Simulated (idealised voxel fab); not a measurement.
Title: Process Module voxel quadruple lines
185 nm wide, 5 nm square cells: that's cross-section cut.
When this document writes out a cross-section, it uses a grid of square cells and lists it as bands, beginning at the top and moving down, with a band standing for one or more rows of cells. Band entry format. Leading values: height of top, height of bottom, nm. Remainder: materials in left-to-right order, each with its width in nm. Special words: "edge to edge" on a single material, which then fills the band edge to edge; "blank", empty space. A quick word on heights: they are counted from 0, and under that level the wafer as it came to us is one material throughout. The lowest band is different from the rest in having no bottom; it simply continues downward, written as in "0..down". It should be noted that a width expressed as "30 to 40" varies in equal increments from row to row of cells within the band, taking the value of the first number at the top row and that of the second number at the bottom row. Key: "nothing different" - step with no changed cell in the cross-section. The list in "Catalogued sealed voids" covers empty spaces of 8 cells or more that cannot reach the top through any open way, and it gives each as width x height at distance; the distance is from the left edge, and width, height and distance are in nm. On a step's line, text after the settings is the simulator commenting on that step. overlay nm: for a step with a mask, the amount by which the mask lay right of where it was planned; a negative amount means left of it.

## Process steps (planned)
| 1 | RECEIVE,material Si |
| 2 | CONFORMAL_DEP,material SiO2,thk nm 10 |
| 3 | DIRECTIONAL_DEP,material W,thk nm 10 |
| 4 | DIRECTIONAL_DEP,material polySi,thk nm 20 |
| 5 | DIRECTIONAL_DEP,material aC,thk nm 20 |
| 6 | PATTERN,tone cover,mask id MANDREL,material resist,width nm 35,thk nm 30,overlay nm -15 |
| 7 | DIRECTIONAL_ETCH,etch materials aC,depth nm 20 |
| 8 | STRIP,etch materials resist |
| 9 | CONFORMAL_DEP,material SiO2,thk nm 15 |
| 10 | DIRECTIONAL_ETCH,etch materials SiO2,depth nm 15 |
| 11 | STRIP,etch materials aC |
| 12 | DIRECTIONAL_ETCH,etch materials polySi,depth nm 20 |
| 13 | STRIP,etch materials SiO2 |
| 14 | CONFORMAL_DEP,material SiCN,thk nm 10 |
| 15 | DIRECTIONAL_ETCH,etch materials SiCN,depth nm 10 |
| 16 | STRIP,etch materials polySi |
| 17 | DIRECTIONAL_ETCH,etch materials W,depth nm 10 |
| 18 | STRIP,etch materials SiCN |
| 19 | FILL_DEP,material SiO2,thk nm 10 |
| 20 | CMP,height nm 20 |
Heads up: all these wafers start the same, and what changes between them is the overlay nm in step 6. The value you see in the plan is just what the first wafer got.

## Cross-section of the first of several wafers on receipt, reflecting completion of step 1
0..down: Si edge to edge
Catalogued sealed voids: none

## The cross-section of the first of several wafers is given below for the end of the module, after its final step, step 20
20..10: SiO2=35 | W=10 | SiO2=15 | W=10 | SiO2=15 | W=10 | SiO2=15 | W=10 | SiO2=65
10..0: SiO2 edge to edge
0..down: Si edge to edge
Catalogued sealed voids: none

## Last-wafer cross-section at the end of the module
20..10: SiO2=65 | W=10 | SiO2=15 | W=10 | SiO2=15 | W=10 | SiO2=15 | W=10 | SiO2=35
10..0: SiO2 edge to edge
0..down: Si edge to edge
Catalogued sealed voids: none

## Row per wafer, end-of-module: cell gain (+)/loss (-) by material since the wafer came in, then closed voids
overlay nm -15; +132 SiO2; +16 W; Catalogued sealed voids: none
overlay nm -10; +132 SiO2; +16 W; Catalogued sealed voids: none
overlay nm -5; +132 SiO2; +16 W; Catalogued sealed voids: none
overlay nm 0; +132 SiO2; +16 W; Catalogued sealed voids: none
overlay nm 5; +132 SiO2; +16 W; Catalogued sealed voids: none
overlay nm 10; +132 SiO2; +16 W; Catalogued sealed voids: none
overlay nm 15; +132 SiO2; +16 W; Catalogued sealed voids: none
